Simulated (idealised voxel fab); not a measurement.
A process module follows: voxel ribs on slabs.
The width of the displayed cross-section, cut, is 175 nm; its cells are square, with a size of 5 nm.
Just so we're on the same page, the cross-sections are grids of square cells, and they're listed out in bands top to bottom, each band one or more rows deep.
Band: top and bottom heights (nm) first, top before bottom; then materials from left to right, widths in nm. "full width" marks a sole material filling the band edge to edge. "empty" denotes empty space.
Zero point of the height axis is 0; under it, received wafer = one material. Lowest band: continues down indefinitely, "0 -> down".
Note: "30 to 40" means the width goes from the first number (top row of the band) to the second number (bottom row) in equal steps per row of cells.
"nothing different" after a step means that no cell of the cross-section changed.
The label "Enclosed cavities" introduces a list of the empty spaces, 8 cells or larger, that have no open way up to the top; each entry in it reads width x height at distance, where the distance is taken from the left edge and all three are stated in nm.
Whatever follows a step's settings on its line is a remark the simulator itself makes about that step.
When a step includes a mask, the "overlay nm" setting on its line states how far to the right of its planned place that mask lay, and negative values state how far to the left.

-- Set out below are the planned steps of the process
step 1: RECEIVE | material Si
step 2: DIRECTIONAL_DEP | material SiO2 | thk nm 30
step 3: DIRECTIONAL_DEP | material SiN | thk nm 20
step 4: PATTERN | tone cover | mask id RIB | material resist | width nm 20 | thk nm 20 | overlay nm 0
step 5: DIRECTIONAL_ETCH | etch materials SiN | depth nm 15
step 6: STRIP | etch materials resist
step 7: PATTERN | tone cover | mask id SLAB | material resist | width nm 60 | thk nm 20 | overlay nm 0
step 8: DIRECTIONAL_ETCH | etch materials SiN | depth nm 5
step 9: STRIP | etch materials resist
step 10: FILL_DEP | material SiO2 | thk nm 15
step 11: CMP | height nm 60
step 12: DIRECTIONAL_DEP | material TiN | thk nm 10
step 13: DIRECTIONAL_DEP | material aC | thk nm 10
step 14: PATTERN | tone cover | mask id HEATER | material resist | width nm 30 | thk nm 25 | overlay nm 0
step 15: DIRECTIONAL_ETCH | etch materials aC | depth nm 10
step 16: STRIP | etch materials resist
step 17: DIRECTIONAL_ETCH | etch materials TiN | depth nm 10
step 18: STRIP | etch materials aC
step 19: CONFORMAL_DEP | material SiN | thk nm 5

-- Delivered wafer in cross-section: state after step 1
	0 -> down = Si full width
	Enclosed cavities: none

-- Cross-sectional view of the first of the two wafers upon completion of the module, processed in accordance with the plan
	75 -> 70 = empty: 65 | SiN: 40 | empty: 70
	70 -> 65 = empty: 65 | SiN: 5 | TiN: 30 | SiN: 5 | empty: 70
	65 -> 60 = SiN: 70 | TiN: 30 | SiN: 75
	60 -> 50 = SiO2 full width
	50 -> 35 = SiO2: 75 | SiN: 20 | SiO2: 80
	35 -> 30 = SiO2: 55 | SiN: 60 | SiO2: 60
	30 -> 0 = SiO2 full width
	0 -> down = Si full width
	Enclosed cavities: none

-- End-of-module cross-section of the second wafer: identical starting point and process plan to the first, with one processing mistake
	75 -> 70 = empty: 65 | SiN: 40 | empty: 70
	70 -> 65 = empty: 65 | SiN: 5 | TiN: 30 | SiN: 5 | empty: 70
	65 -> 60 = SiN: 70 | TiN: 30 | SiN: 75
	60 -> 50 = SiO2 full width
	50 -> 35 = SiO2: 80 | SiN: 20 | SiO2: 75
	35 -> 30 = SiO2: 55 | SiN: 60 | SiO2: 60
	30 -> 0 = SiO2 full width
	0 -> down = Si full width
	Enclosed cavities: none
Here's what went sideways: heads up, step 4 didn't go per plan, it actually ran as PATTERN | tone cover | mask id RIB | material resist | width nm 20 | thk nm 20 | overlay nm 5
The two final wafers agree on how many cells each material fills and disagree on which cells those are.
